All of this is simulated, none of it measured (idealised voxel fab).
Process module name: voxel gate over fins
The width of the displayed cross-section, cut, is 205 nm; its cells are square, with a size of 5 nm.
We lay out every cross-section as a grid of square cells and spell it out in bands from the top down, where one band means one or more rows of cells.
Per band: top height and bottom height in nm, followed by the left-to-right materials and their widths in nm; "throughout" marks a single material spanning edge to edge, "blank" marks empty space.
Below 0: as-received wafer, all one material; heights counted from there. Lowest band: no bottom, goes on down, written "0 and below".
Width spec "30 to 40" -> top row of cells at first value, bottom row at second value, equal per-row change in between.
When a step is marked "nothing altered", none of the cells in the cross-section changed during that step.
Listed in "Closed void register": every empty space of 8 or more cells without an open way to the top. Form: width x height at distance, the distance being from the left edge, all in nm.
On a step's line, text after the settings is the simulator commenting on that step.
For masked steps, "overlay nm" on the step line gives how far right of plan the mask actually lay; a minus sign means it lay to the left.

PLANNED PROCESS STEPS
1. RECEIVE | material Si
2. CONFORMAL_DEP | material SiN | thk nm 5
3. DIRECTIONAL_DEP | material aC | thk nm 15
4. PATTERN | tone cover | mask id FINS | material resist | width nm 15 | pitch nm 45 | thk nm 30 | overlay nm 0
5. DIRECTIONAL_ETCH | etch materials aC | depth nm 15
6. STRIP | etch materials resist
7. DIRECTIONAL_ETCH | etch materials SiN | depth nm 5
8. DIRECTIONAL_ETCH | etch materials Si | depth nm 40
9. STRIP | etch materials aC
10. FILL_DEP | material SiO2 | thk nm 5
11. CMP | height nm 5
12. SELECTIVE_ETCH | etch materials SiO2 | depth nm 20
13. STRIP | etch materials SiN
14. CONFORMAL_DEP | material HfO2 | thk nm 5
15. CONFORMAL_DEP | material TiN | thk nm 5
16. FILL_DEP | material W | thk nm 15
17. CMP | height nm 20
18. CONFORMAL_DEP | material SiCN | thk nm 10

DELIVERED WAFER IN CROSS-SECTION: STATE AFTER STEP 1
	0 and below = Si throughout
	Closed void register: none

HERE'S THE WAFER CUT IN CROSS-SECTION AFTER THE MODULE, STARTED AND PLANNED JUST LIKE ABOVE, EXCEPT ONE THING WAS DONE WRONG IN THE RUN
	30 down to 20 = SiCN throughout
	20 down to 10 = W throughout
	10 down to 5 = 15 W  40 TiN  5 W  40 TiN  5 W  40 TiN  5 W  40 TiN  15 W
	5 down to 0 = 15 W  5 TiN  30 HfO2  5 TiN  5 W  5 TiN  30 HfO2  5 TiN  5 W  5 TiN  30 HfO2  5 TiN  5 W  5 TiN  30 HfO2  5 TiN  15 W
	0 down to -5 = 15 W  5 TiN  5 HfO2  20 Si  5 HfO2  5 TiN  5 W  5 TiN  5 HfO2  20 Si  5 HfO2  5 TiN  5 W  5 TiN  5 HfO2  20 Si  5 HfO2  5 TiN  5 W  5 TiN  5 HfO2  20 Si  5 HfO2  5 TiN  15 W
	-5 down to -10 = 20 TiN  5 HfO2  20 Si  5 HfO2  15 TiN  5 HfO2  20 Si  5 HfO2  15 TiN  5 HfO2  20 Si  5 HfO2  15 TiN  5 HfO2  20 Si  5 HfO2  20 TiN
	-10 down to -15 = 25 HfO2  20 Si  25 HfO2  20 Si  25 HfO2  20 Si  25 HfO2  20 Si  25 HfO2
	-15 down to -40 = 25 SiO2  20 Si  25 SiO2  20 Si  25 SiO2  20 Si  25 SiO2  20 Si  25 SiO2
	-40 and below = Si throughout
	Closed void register: none
What was the processing mistake? step 4 went in with a setting other than planned; the actual run was PATTERN | tone cover | mask id FINS | material resist | width nm 20 | pitch nm 45 | thk nm 30 | overlay nm 0
